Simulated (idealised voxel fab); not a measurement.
A process module follows: voxel transistor to metal.
It is cross-section cut that appears here, measuring 300 nm in width, its square cells being 5 nm in size.
Cross-sections here: square-cell grids, written as top-down lists of bands, a band being one or more rows of cells.
First you get the band's top height and its bottom height, in nm, and then the materials it's made of, left to right, with each width in nm. If you see a single material with "edge to edge", that one covers the band edge to edge. "empty" is empty space.
Height datum 0, below which the as-received substrate wafer is one material. Lowest band open at the bottom, running downward: "0 down".
Quick explanation for "30..40": the width changes in equal steps down the rows of cells, from the first number in the band's top row to the second number in its bottom row.
Given "no alteration" for a step, no cell of the cross-section differs between before and after that step.
Non-vented voids: empty space of 8 cells or more with no open way to the top, each as width x height at its distance from the left edge, in nm
Where a step's line continues beyond its settings, the continuation is a remark by the simulator itself on that step.
Each step line may optionally specify "overlay nm", which for a step with a mask gives the rightward distance between the mask's planned place and where it lay, a negative value indicating the leftward direction.
# Steps planned for the process
1. RECEIVE: material Si
2. OXIDIZE: depth nm 5
3. CONFORMAL_DEP: material SiN, thk nm 10
4. PATTERN: tone cover, mask id ACTIVE, material resist, width nm 110, pitch nm 140, thk nm 20, overlay nm 0
5. DIRECTIONAL_ETCH: etch materials SiN, depth nm 10
6. DIRECTIONAL_ETCH: etch materials SiO2, depth nm 5
7. DIRECTIONAL_ETCH: etch materials Si, depth nm 20
8. STRIP: etch materials resist
9. FILL_DEP: material SiO2, thk nm 10
10. CMP: height nm 10
11. SELECTIVE_ETCH: etch materials SiO2, depth nm 5
12. STRIP: etch materials SiN
13. SELECTIVE_ETCH: etch materials SiO2, depth nm 5
14. OXIDIZE: depth nm 5
15. DIRECTIONAL_DEP: material polySi, thk nm 25
16. DIRECTIONAL_DEP: material SiCN, thk nm 10
17. MASKED_ETCH: tone cover, mask id GATE, width nm 20, pitch nm 140, etch materials SiCN, depth nm 20, overlay nm 0
18. MASKED_ETCH: tone cover, mask id GATE, width nm 20, pitch nm 140, etch materials polySi, depth nm 35, overlay nm 0
19. CONFORMAL_DEP: material SiN, thk nm 5
20. DIRECTIONAL_ETCH: etch materials SiN, depth nm 5
21. DIRECTIONAL_ETCH: etch materials SiO2, depth nm 5
22. DIRECTIONAL_ETCH: etch materials Si, depth nm 15
23. EPI: material SiGe, thk nm 15
24. FILL_DEP: material SiO2, thk nm 5
25. CMP: height nm 30
26. DIRECTIONAL_DEP: material SiO2, thk nm 15
27. MASKED_ETCH: tone open, mask id CONTACT, width nm 35, etch materials SiO2, depth nm 55, overlay nm 0
28. CONFORMAL_DEP: material TiN, thk nm 5
29. FILL_DEP: material W, thk nm 5
30. CMP: height nm 45
31. CONFORMAL_DEP: material SiN, thk nm 5
32. DIRECTIONAL_DEP: material lowk, thk nm 25
33. MASKED_ETCH: tone open, mask id METAL_1, width nm 20, etch materials lowk, depth nm 25, overlay nm 0
34. MASKED_ETCH: tone open, mask id METAL_1, width nm 20, etch materials SiN, depth nm 5, overlay nm 0
35. CONFORMAL_DEP: material TiN, thk nm 5
36. FILL_DEP: material Ru, thk nm 5
37. CMP: height nm 75
38. EPI: material Ru, thk nm 5
39. FILL_DEP: material SiCN, thk nm 5
40. DIRECTIONAL_DEP: material SiO2, thk nm 35
41. DIRECTIONAL_DEP: material aC, thk nm 10
42. PATTERN: tone open, mask id METAL_2, material resist, width nm 20, pitch nm 140, thk nm 30, overlay nm 0
43. DIRECTIONAL_ETCH: etch materials aC, depth nm 10
44. STRIP: etch materials resist
45. DIRECTIONAL_ETCH: etch materials SiO2, depth nm 20
46. STRIP: etch materials aC
47. PATTERN: tone open, mask id METAL_2_HOLES, material resist, width nm 15, pitch nm 140, thk nm 20, overlay nm 0
48. DIRECTIONAL_ETCH: etch materials SiO2, depth nm 15
49. DIRECTIONAL_ETCH: etch materials SiCN, depth nm 5
50. STRIP: etch materials resist
51. CONFORMAL_DEP: material TiN, thk nm 5
52. FILL_DEP: material Ru, thk nm 5
53. CMP: height nm 120
54. CONFORMAL_DEP: material SiCN, thk nm 5
# as received, after step 1
    0 down | Si edge to edge
    Non-vented voids: none
# a wafer at the end: this start, this plan, one mistake
    125 to 120 | SiCN edge to edge
    120 to 105 | SiO2 (30); TiN (5); Ru (10); TiN (5); SiO2 (120); TiN (5); Ru (10); TiN (5); SiO2 (110)
    105 to 100 | SiO2 (30); TiN (5); Ru (5); TiN (10); SiO2 (120); TiN (5); Ru (5); TiN (10); SiO2 (110)
    100 to 85 | SiO2 (30); TiN (5); Ru (5); TiN (5); SiO2 (125); TiN (5); Ru (5); TiN (5); SiO2 (115)
    85 to 80 | SiCN (30); TiN (15); SiCN (125); TiN (15); SiCN (115)
    80 to 75 | SiCN (25); Ru (30); SiCN (50); Ru (30); SiCN (30); Ru (30); SiCN (50); Ru (30); SiCN (25)
    75 to 50 | lowk (30); TiN (5); Ru (10); TiN (5); lowk (60); TiN (5); Ru (10); TiN (5); lowk (40); TiN (5); Ru (10); TiN (5); lowk (60); TiN (5); Ru (10); TiN (5); lowk (30)
    50 to 45 | SiN (30); TiN (20); SiN (60); TiN (20); SiN (40); TiN (20); SiN (60); TiN (20); SiN (30)
    45 to 30 | SiO2 (30); TiN (5); SiN (25); TiN (5); SiO2 (30); TiN (5); SiN (25); TiN (5); SiO2 (40); TiN (5); SiN (25); TiN (5); SiO2 (30); TiN (5); SiN (25); TiN (5); SiO2 (30)
    30 to 20 | SiO2 (30); TiN (5); SiN (25); TiN (5); SiN (5); SiCN (20); SiN (5); TiN (5); SiN (25); TiN (5); SiO2 (40); TiN (5); SiN (25); TiN (5); SiN (5); SiCN (20); SiN (5); TiN (5); SiN (25); TiN (5); SiO2 (30)
    20 to 10 | SiO2 (30); TiN (5); SiN (25); TiN (5); SiN (5); polySi (20); SiN (5); TiN (5); SiN (25); TiN (5); SiO2 (40); TiN (5); SiN (25); TiN (5); SiN (5); polySi (20); SiN (5); TiN (5); SiN (25); TiN (5); SiO2 (30)
    10 to 5 | SiO2 (30); TiN (5); SiN (10); TiN (20); SiN (5); polySi (20); SiN (5); TiN (20); SiN (10); TiN (5); SiO2 (40); TiN (5); SiN (10); TiN (20); SiN (5); polySi (20); SiN (5); TiN (20); SiN (10); TiN (5); SiO2 (30)
    5 to 0 | SiO2 (30); TiN (5); SiN (10); TiN (5); SiGe (15); SiN (5); polySi (20); SiN (5); SiGe (15); TiN (5); SiN (10); TiN (5); SiO2 (40); TiN (5); SiN (10); TiN (5); SiGe (15); SiN (5); polySi (20); SiN (5); SiGe (15); TiN (5); SiN (10); TiN (5); SiO2 (30)
    0 to -5 | SiO2 (20); SiN (5); SiO2 (5); TiN (5); SiN (10); TiN (5); SiGe (15); SiN (5); polySi (20); SiN (5); SiGe (15); TiN (5); SiN (10); TiN (5); SiO2 (5); SiN (5); SiO2 (20); SiN (5); SiO2 (5); TiN (5); SiN (10); TiN (5); SiGe (15); SiN (5); polySi (20); SiN (5); SiGe (15); TiN (5); SiN (10); TiN (5); SiO2 (5); SiN (5); SiO2 (20)
    -5 to -10 | SiO2 (30); TiN (20); SiGe (15); SiO2 (30); SiGe (15); TiN (20); SiO2 (40); TiN (20); SiGe (15); SiO2 (30); SiGe (15); TiN (20); SiO2 (30)
    -10 to -25 | SiO2 (25); SiGe (40); Si (30); SiGe (40); SiO2 (30); SiGe (40); Si (30); SiGe (40); SiO2 (25)
    -25 down | Si edge to edge
    Non-vented voids: none
Short version of what went wrong: step 29, actual vs plan mismatch, actual run FILL_DEP: material SiN, thk nm 5
